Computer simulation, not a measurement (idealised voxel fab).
process module | voxel wiring stack
cross-section cut | 255 nm wide | cells 5 nm
A cross-section is a grid of square cells, given in bands from the top down. A band is one or more rows of cells.
Each band's line starts with the height of the band's top and of its bottom, in nm. Then come its materials from left to right, each with its width in nm. One material with "throughout" fills the band from edge to edge. "air" is empty space.
Height 0 is the level under which the wafer as received is all one material. The lowest band goes on downwards, as in "0 down".
A width such as "30 to 40" changes by the same amount from each row of cells to the next, from the band's top row to its bottom row.
"no change" after a step means that no cell of the cross-section changed.
closed voids: empty space of 8 cells or more with no open way to the top, each as width x height at its distance from the left edge, in nm
after a step's settings: what the simulator itself notes on the step
overlay nm, on a step with a mask: how far to the right of its planned place the mask lay; to the left if negative
plan
1 op RECEIVE | material Si
2 op CONFORMAL_DEP | material SiO2 | thk nm 10
3 op CONFORMAL_DEP | material SiCN | thk nm 5
4 op DIRECTIONAL_DEP | material SiO2 | thk nm 15
5 op MASKED_ETCH | tone open | mask id METAL_1 | width nm 20 | pitch nm 50 | etch materials SiO2 | depth nm 15 | overlay nm 0
6 op MASKED_ETCH | tone open | mask id METAL_1 | width nm 20 | pitch nm 50 | etch materials SiCN | depth nm 5 | overlay nm 0
7 op CONFORMAL_DEP | material TiN | thk nm 5
8 op FILL_DEP | material Cu | thk nm 10
9 op CMP | height nm 30
10 op CONFORMAL_DEP | material SiCN | thk nm 5
11 op DIRECTIONAL_DEP | material SiO2 | thk nm 15
12 op MASKED_ETCH | tone open | mask id PLUG_1 | width nm 15 | pitch nm 100 | etch materials SiO2 | depth nm 15 | overlay nm 0
13 op MASKED_ETCH | tone open | mask id PLUG_1 | width nm 15 | pitch nm 100 | etch materials SiCN | depth nm 5 | overlay nm 0
14 op EPI | material Ru | thk nm 10
15 op EPI | material Ru | thk nm 10
16 op DIRECTIONAL_DEP | material TiN | thk nm 5
17 op DIRECTIONAL_DEP | material Ru | thk nm 20
18 op MASKED_ETCH | tone cover | mask id METAL_2 | width nm 20 | pitch nm 50 | etch materials Ru | depth nm 20 | overlay nm 0
19 op MASKED_ETCH | tone cover | mask id METAL_2 | width nm 20 | pitch nm 50 | etch materials TiN | depth nm 5 | overlay nm 0
20 op FILL_DEP | material lowk | thk nm 5
21 op CMP | height nm 75
22 op CONFORMAL_DEP | material SiCN | thk nm 5
first wafer, as planned
as received, after step 1
  0 down: Si throughout
  closed voids: none
after step 2
  10 to 0: SiO2 throughout
  below 0: unchanged
after step 3
  15 to 10: SiCN throughout
  below 10: unchanged
after step 4
  30 to 15: SiO2 throughout
  below 15: unchanged
after step 5
  30 to 15: SiO2 40 | air 20 | SiO2 30 | air 20 | SiO2 30 | air 20 | SiO2 30 | air 20 | SiO2 45
  below 15: unchanged
after step 6
  30 to 15: SiO2 40 | air 20 | SiO2 30 | air 20 | SiO2 30 | air 20 | SiO2 30 | air 20 | SiO2 45
  15 to 10: SiCN 40 | air 20 | SiCN 30 | air 20 | SiCN 30 | air 20 | SiCN 30 | air 20 | SiCN 45
  below 10: unchanged
after step 7
  35 to 30: TiN 45 | air 10 | TiN 40 | air 10 | TiN 40 | air 10 | TiN 40 | air 10 | TiN 50
  30 to 15: SiO2 40 | TiN 5 | air 10 | TiN 5 | SiO2 30 | TiN 5 | air 10 | TiN 5 | SiO2 30 | TiN 5 | air 10 | TiN 5 | SiO2 30 | TiN 5 | air 10 | TiN 5 | SiO2 45
  15 to 10: SiCN 40 | TiN 20 | SiCN 30 | TiN 20 | SiCN 30 | TiN 20 | SiCN 30 | TiN 20 | SiCN 45
  below 10: unchanged
after step 8
  45 to 35: Cu throughout
  35 to 30: TiN 45 | Cu 10 | TiN 40 | Cu 10 | TiN 40 | Cu 10 | TiN 40 | Cu 10 | TiN 50
  30 to 15: SiO2 40 | TiN 5 | Cu 10 | TiN 5 | SiO2 30 | TiN 5 | Cu 10 | TiN 5 | SiO2 30 | TiN 5 | Cu 10 | TiN 5 | SiO2 30 | TiN 5 | Cu 10 | TiN 5 | SiO2 45
  below 15: unchanged
after step 9
  30 to 15: SiO2 40 | TiN 5 | Cu 10 | TiN 5 | SiO2 30 | TiN 5 | Cu 10 | TiN 5 | SiO2 30 | TiN 5 | Cu 10 | TiN 5 | SiO2 30 | TiN 5 | Cu 10 | TiN 5 | SiO2 45
  below 15: unchanged
after step 10
  35 to 30: SiCN throughout
  below 30: unchanged
after step 11
  50 to 35: SiO2 throughout
  below 35: unchanged
after step 12
  50 to 35: SiO2 40 | air 15 | SiO2 85 | air 15 | SiO2 100
  below 35: unchanged
after step 13
  50 to 35: SiO2 40 | air 15 | SiO2 85 | air 15 | SiO2 100
  35 to 30: SiCN 40 | air 15 | SiCN 85 | air 15 | SiCN 100
  below 30: unchanged
after step 14
  50 to 40: SiO2 40 | air 15 | SiO2 85 | air 15 | SiO2 100
  40 to 35: SiO2 40 | Ru 15 | SiO2 85 | Ru 15 | SiO2 100
  35 to 30: SiCN 40 | Ru 15 | SiCN 85 | Ru 15 | SiCN 100
  below 30: unchanged
after step 15
  50 to 35: SiO2 40 | Ru 15 | SiO2 85 | Ru 15 | SiO2 100
  below 35: unchanged
after step 16
  55 to 50: TiN throughout
  below 50: unchanged
after step 17
  75 to 55: Ru throughout
  below 55: unchanged
after step 18
  75 to 55: air 40 | Ru 20 | air 30 | Ru 20 | air 30 | Ru 20 | air 30 | Ru 20 | air 45
  below 55: unchanged
after step 19
  75 to 55: air 40 | Ru 20 | air 30 | Ru 20 | air 30 | Ru 20 | air 30 | Ru 20 | air 45
  55 to 50: air 40 | TiN 20 | air 30 | TiN 20 | air 30 | TiN 20 | air 30 | TiN 20 | air 45
  below 50: unchanged
after step 20
  80 to 75: lowk throughout
  75 to 55: lowk 40 | Ru 20 | lowk 30 | Ru 20 | lowk 30 | Ru 20 | lowk 30 | Ru 20 | lowk 45
  55 to 50: lowk 40 | TiN 20 | lowk 30 | TiN 20 | lowk 30 | TiN 20 | lowk 30 | TiN 20 | lowk 45
  below 50: unchanged
after step 21
  75 to 55: lowk 40 | Ru 20 | lowk 30 | Ru 20 | lowk 30 | Ru 20 | lowk 30 | Ru 20 | lowk 45
  below 55: unchanged
after step 22
  80 to 75: SiCN throughout
  below 75: unchanged
second wafer: like start, like plan, one mistake. Through step 15 it matches the first wafer
when step 16 should have ended
  55 to 50: Cu throughout
  below 50: unchanged
when step 17 should have ended
  75 to 55: Ru throughout
  below 55: unchanged
when step 18 should have ended
  75 to 55: air 40 | Ru 20 | air 30 | Ru 20 | air 30 | Ru 20 | air 30 | Ru 20 | air 45
  below 55: unchanged
when step 19 should have ended: no change
when step 20 should have ended
  80 to 75: lowk throughout
  75 to 55: lowk 40 | Ru 20 | lowk 30 | Ru 20 | lowk 30 | Ru 20 | lowk 30 | Ru 20 | lowk 45
  below 55: unchanged
when step 21 should have ended
  75 to 55: lowk 40 | Ru 20 | lowk 30 | Ru 20 | lowk 30 | Ru 20 | lowk 30 | Ru 20 | lowk 45
  below 55: unchanged
when step 22 should have ended
  80 to 75: SiCN throughout
  below 75: unchanged
what went wrong: step 16 ran as: op DIRECTIONAL_DEP | material Cu | thk nm 5
at the end the second wafer has, in cells: 51 more of Cu | 16 fewer of TiN | 35 fewer of lowk
